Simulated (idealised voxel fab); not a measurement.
This is a process module. Its name is voxel tone inversion.
Pictured: cross-section cut, 275 nm wide, on a grid of 5 nm square cells.
Each cross-section below is a grid of square cells, stated as bands in top-down order, with one or more rows of cells making up each band. The entry gives the band's vertical extent as a top height and a bottom height in nm, then its horizontal make-up as materials from left to right, each with a width in nm. "air" stands for empty space; a single material marked "full width" fills the band edge to edge. For the purposes of this specification, 0 denotes the height below which the wafer in its as-received condition is composed wholly of one material, and the lowermost band, lacking a lower limit, extends downward without end, as expressed in "from 0 down". The notation "30 to 40" denotes a width that varies across the rows of cells in the band, beginning at the first number in the top row, finishing at the second number in the bottom row, and changing by an identical amount from each row to the next. Step marked "all unchanged"? Then no cell in the cross-section changed in it. "Closed-off voids" means: voids of 8 cells or more that are shut off from the top with no open way through. Written width x height at distance, distance from the left edge, in nm. Anything after a step's settings on that line? It's the simulator's own note about the step. Among the settings permitted on a step's line is "overlay nm"; applied to a step with a mask, it specifies the extent to which the mask lay to the right of its planned position, whereas a negative figure signifies a position to the left.
Process steps - plan:
step 1: RECEIVE, material Si
step 2: CONFORMAL_DEP, material SiCN, thk nm 10
step 3: DIRECTIONAL_DEP, material polySi, thk nm 15
step 4: PATTERN, tone cover, mask id POSTS, material resist, width nm 20, pitch nm 40, thk nm 25, overlay nm 0
step 5: DIRECTIONAL_ETCH, etch materials polySi, depth nm 15
step 6: STRIP, etch materials resist
step 7: FILL_DEP, material lowk, thk nm 10
step 8: CMP, height nm 25
step 9: STRIP, etch materials polySi
step 10: CONFORMAL_DEP, material TiN, thk nm 5
step 11: FILL_DEP, material Ru, thk nm 10
step 12: CMP, height nm 25
step 13: CONFORMAL_DEP, material SiN, thk nm 5
This is the cross-section of the wafer as we received it, i.e. after step 1:
from 0 down: Si full width
Closed-off voids: none
Cross-sectional result after module completion. Note: starting condition and plan are unchanged from above; one processing mistake was made:
from 40 to 35: SiN full width
from 35 to 30: Ru full width
from 30 to 25: 70 nm TiN; 10 nm Ru; 30 nm TiN; 10 nm Ru; 30 nm TiN; 10 nm Ru; 30 nm TiN; 10 nm Ru; 75 nm TiN
from 25 to 15: 65 nm lowk; 5 nm TiN; 10 nm Ru; 5 nm TiN; 20 nm lowk; 5 nm TiN; 10 nm Ru; 5 nm TiN; 20 nm lowk; 5 nm TiN; 10 nm Ru; 5 nm TiN; 20 nm lowk; 5 nm TiN; 10 nm Ru; 5 nm TiN; 70 nm lowk
from 15 to 10: 65 nm lowk; 20 nm TiN; 20 nm lowk; 20 nm TiN; 20 nm lowk; 20 nm TiN; 20 nm lowk; 20 nm TiN; 70 nm lowk
from 10 to 0: SiCN full width
from 0 down: Si full width
Closed-off voids: none
Misprocessing identified: step 12 was run on a setting that differed from the plan, and what really ran there is CMP, height nm 35
